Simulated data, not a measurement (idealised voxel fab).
voxel ribs on slabs: a process module
The figure presents cross-section cut, which has a width of 175 nm and is divided into square cells with an edge length of 5 nm.
Square cells in a grid make up a cross-section in this document, and the grid is given as bands, listed from the top down, each one or more rows of cells.
A band entry consists of two parts. The first gives the height of the band's top and the height of its bottom, in nm. The rest lists the band's materials from left to right, each with its width in nm. A single material labelled with the word "full width" fills the band from edge to edge, and the word "blank" marks empty space.
Below 0: as-received wafer, all one material; heights counted from there. Lowest band: no bottom, goes on down, written "from 0 down".
When a width is written as two numbers, as in "30->40", the first number is the width in the top row of cells of the band and the second is the width in its bottom row, and the width changes by the same amount from each row to the next.
You'll sometimes find "no alteration" written for a step, and that's the way of saying that nowhere in the cross-section did a cell change during that step.
In the "Sealed void inventory" entry, you get each enclosed empty space of 8 cells or more, one with no open way to the top, written width x height at distance, distance from the left edge, in nm.
Read whatever lies past the settings on a step's line as the simulator's own remark about the step.
The optional step-line setting "overlay nm" applies to steps with a mask and quantifies how far to the right of its planned location the mask lay, a negative value indicating leftward placement.
-- Steps planned for the process
step 1: RECEIVE (material Si)
step 2: DIRECTIONAL_DEP (material SiO2; thk nm 20)
step 3: DIRECTIONAL_DEP (material SiN; thk nm 15)
step 4: MASKED_ETCH (tone cover; mask id RIB; width nm 25; etch materials SiN; depth nm 5; overlay nm 0)
step 5: MASKED_ETCH (tone cover; mask id SLAB; width nm 55; etch materials SiN; depth nm 10; overlay nm 0)
step 6: FILL_DEP (material SiO2; thk nm 15)
step 7: CMP (height nm 45)
step 8: DIRECTIONAL_DEP (material W; thk nm 10)
step 9: PATTERN (tone cover; mask id HEATER; material resist; width nm 35; thk nm 15; overlay nm 0)
step 10: DIRECTIONAL_ETCH (etch materials W; depth nm 10)
step 11: STRIP (etch materials resist)
step 12: CONFORMAL_DEP (material SiN; thk nm 10)
-- Cross-section of the wafer as it came to us, i.e., already through step 1
from 0 down  Si full width
Sealed void inventory: none
-- Wafer cross-section at module end: first of two, run to plan
from 65 to 55  60 blank, 55 SiN, 60 blank
from 55 to 45  70 SiN, 35 W, 70 SiN
from 45 to 35  SiO2 full width
from 35 to 30  75 SiO2, 25 SiN, 75 SiO2
from 30 to 20  60 SiO2, 55 SiN, 60 SiO2
from 20 to 0  SiO2 full width
from 0 down  Si full width
Sealed void inventory: none
-- Now the second wafer, cross-sectioned at the end of the module. Nothing different at the start, nothing different in the plan compared with the first, just one mistake when it was actually run
from 55 to 45  70 blank, 35 W, 70 blank
from 45 to 35  SiO2 full width
from 35 to 30  75 SiO2, 25 SiN, 75 SiO2
from 30 to 20  60 SiO2, 55 SiN, 60 SiO2
from 20 to 0  SiO2 full width
from 0 down  Si full width
Sealed void inventory: none
Heads up, the wafer didn't run the way we planned it: step 12 of the plan was omitted and not executed
Final wafer comparison in cells, second versus first, more or fewer per material: SiN -78
